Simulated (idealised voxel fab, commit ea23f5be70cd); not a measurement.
Herein follows the process module entitled voxel ribs on slabs.
Xsec cut, 215 nm wide, square cell size 5 nm.
For the purposes of this document, a cross-section shall be understood as a grid of square cells, specified as bands listed in top-to-bottom order, each band consisting of one or more rows of cells. First you get the band's top height and its bottom height, in nm, and then the materials it's made of, left to right, with each width in nm. If you see a single material with "everywhere", that one covers the band edge to edge. "air" is empty space. Heights are reckoned from 0. Under this level, the received wafer is all of one material. The bottommost band is open-ended downward, for example "0 nm and below". The width entry "30->40" should be interpreted row by row: the top row of cells in the band takes the first number, the bottom row takes the second number, and the change between adjacent rows is uniform throughout. "changes: none" after a step means that no cell of the cross-section changed. You'll see "Entrapped voids" listing empty spaces that have no way open to the top, as long as they're 8 cells or more; the notation is width x height at distance, where the distance is from the left edge, and all of it is in nm. Where a step's line continues beyond its settings, the continuation is a remark by the simulator itself on that step. A step's line can hold "overlay nm"; with a mask on that step, the setting says how far right of the planned place the mask lay, while a negative setting says it lay to the left.
Process steps (planned)
1) RECEIVE with material Si
2) DIRECTIONAL_DEP with material SiO2, thk nm 30
3) DIRECTIONAL_DEP with material polySi, thk nm 15
4) PATTERN with tone cover, mask id RIB, material resist, width nm 20, thk nm 15, overlay nm 0
5) DIRECTIONAL_ETCH with etch materials polySi, depth nm 10
6) STRIP with etch materials resist
7) DIRECTIONAL_DEP with material aC, thk nm 10
8) PATTERN with tone cover, mask id SLAB, material resist, width nm 70, thk nm 30, overlay nm -15
9) DIRECTIONAL_ETCH with etch materials aC, depth nm 10
10) STRIP with etch materials resist
11) DIRECTIONAL_ETCH with etch materials polySi, depth nm 5
12) STRIP with etch materials aC
13) FILL_DEP with material SiO2, thk nm 20
14) CMP with height nm 55
15) DIRECTIONAL_DEP with material TiN, thk nm 5
16) DIRECTIONAL_DEP with material aC, thk nm 10
17) PATTERN with tone cover, mask id HEATER, material resist, width nm 30, thk nm 30, overlay nm 0
18) DIRECTIONAL_ETCH with etch materials aC, depth nm 10
19) STRIP with etch materials resist
20) DIRECTIONAL_ETCH with etch materials TiN, depth nm 5
21) STRIP with etch materials aC
22) CONFORMAL_DEP with material SiO2, thk nm 5
All wafers enter the flow in the same state. The overlay nm at step 8 differs from wafer to wafer, and the plan gives the value for the first wafer.
Step 1 complete: as-received cross-section of the first of several wafers
    0 nm and below  Si everywhere
    Entrapped voids: none
Rows = wafers. At module end, each row lists per material the cells gained (+) or lost (-) since the wafer was received, then the closed voids
overlay nm -15, +496 SiO2, +6 TiN, +22 polySi, Entrapped voids: none
overlay nm -10, +496 SiO2, +6 TiN, +22 polySi, Entrapped voids: none
overlay nm -5, +496 SiO2, +6 TiN, +22 polySi, Entrapped voids: none
overlay nm 0, +496 SiO2, +6 TiN, +22 polySi, Entrapped voids: none
overlay nm 5, +496 SiO2, +6 TiN, +22 polySi, Entrapped voids: none
overlay nm 10, +496 SiO2, +6 TiN, +22 polySi, Entrapped voids: none
overlay nm 15, +496 SiO2, +6 TiN, +22 polySi, Entrapped voids: none
